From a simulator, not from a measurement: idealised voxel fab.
The process module presented herein is designated voxel spacer lines.
The cross-section on display is named cut; it measures 225 nm wide, and its cells are 5 nm squares.
Notation: cross-section as square-cell grid; stated in bands, top first, going down; one or more cell rows per band.
Heights first: top, then bottom, in nm. Then materials, left to right, each with a width in nm. "edge to edge" on a single material: fills the band edge to edge. "empty": empty space.
Measure heights from 0. That's the level where, below it, the as-received wafer is all one material. The lowest band is bottomless and extends downward; write it as in "0 -> down".
Width spec "30..40" -> top row of cells at first value, bottom row at second value, equal per-row change in between.
Where a step carries "no change", the cross-section came out of it unchanged, cell for cell.
Listed in "Enclosed void list": every empty space of 8 or more cells without an open way to the top. Form: width x height at distance, the distance being from the left edge, all in nm.
Step line, after settings: the simulator's comment on this step.
A step's line can hold "overlay nm"; with a mask on that step, the setting says how far right of the planned place the mask lay, while a negative setting says it lay to the left.

# The steps planned for the process are as follows
step 1: RECEIVE, material Si
step 2: CONFORMAL_DEP, material Al2O3, thk nm 10
step 3: DIRECTIONAL_DEP, material W, thk nm 15
step 4: DIRECTIONAL_DEP, material aC, thk nm 25
step 5: PATTERN, tone cover, mask id MANDREL, material resist, width nm 25, pitch nm 80, thk nm 30, overlay nm 0
step 6: DIRECTIONAL_ETCH, etch materials aC, depth nm 25
step 7: STRIP, etch materials resist
step 8: CONFORMAL_DEP, material SiO2, thk nm 15
step 9: DIRECTIONAL_ETCH, etch materials SiO2, depth nm 15
step 10: STRIP, etch materials aC
step 11: DIRECTIONAL_ETCH, etch materials W, depth nm 15
step 12: STRIP, etch materials SiO2

# Wafer as received: cross-section following step 1
0 -> down = Si edge to edge
Enclosed void list: none

# Wafer cross-section at module end: first of two, run to plan
25 -> 10 = 5 empty, 15 W, 25 empty, 15 W, 25 empty, 15 W, 25 empty, 15 W, 25 empty, 15 W, 25 empty, 15 W, 5 empty
10 -> 0 = Al2O3 edge to edge
0 -> down = Si edge to edge
Enclosed void list: none

# Second wafer of the two, sectioned at the end of the module. It began like the first and followed the same plan, but one mistake was made while running it
25 -> 15 = Al2O3 edge to edge
15 -> 0 = W edge to edge
0 -> down = Si edge to edge
Enclosed void list: none
What was done differently from what was planned? the processing plan was not followed for steps 2 and 3, which were run with their positions exchanged
At the finish, the second wafer shows more or fewer cells for some materials than the first does: W: 81 more
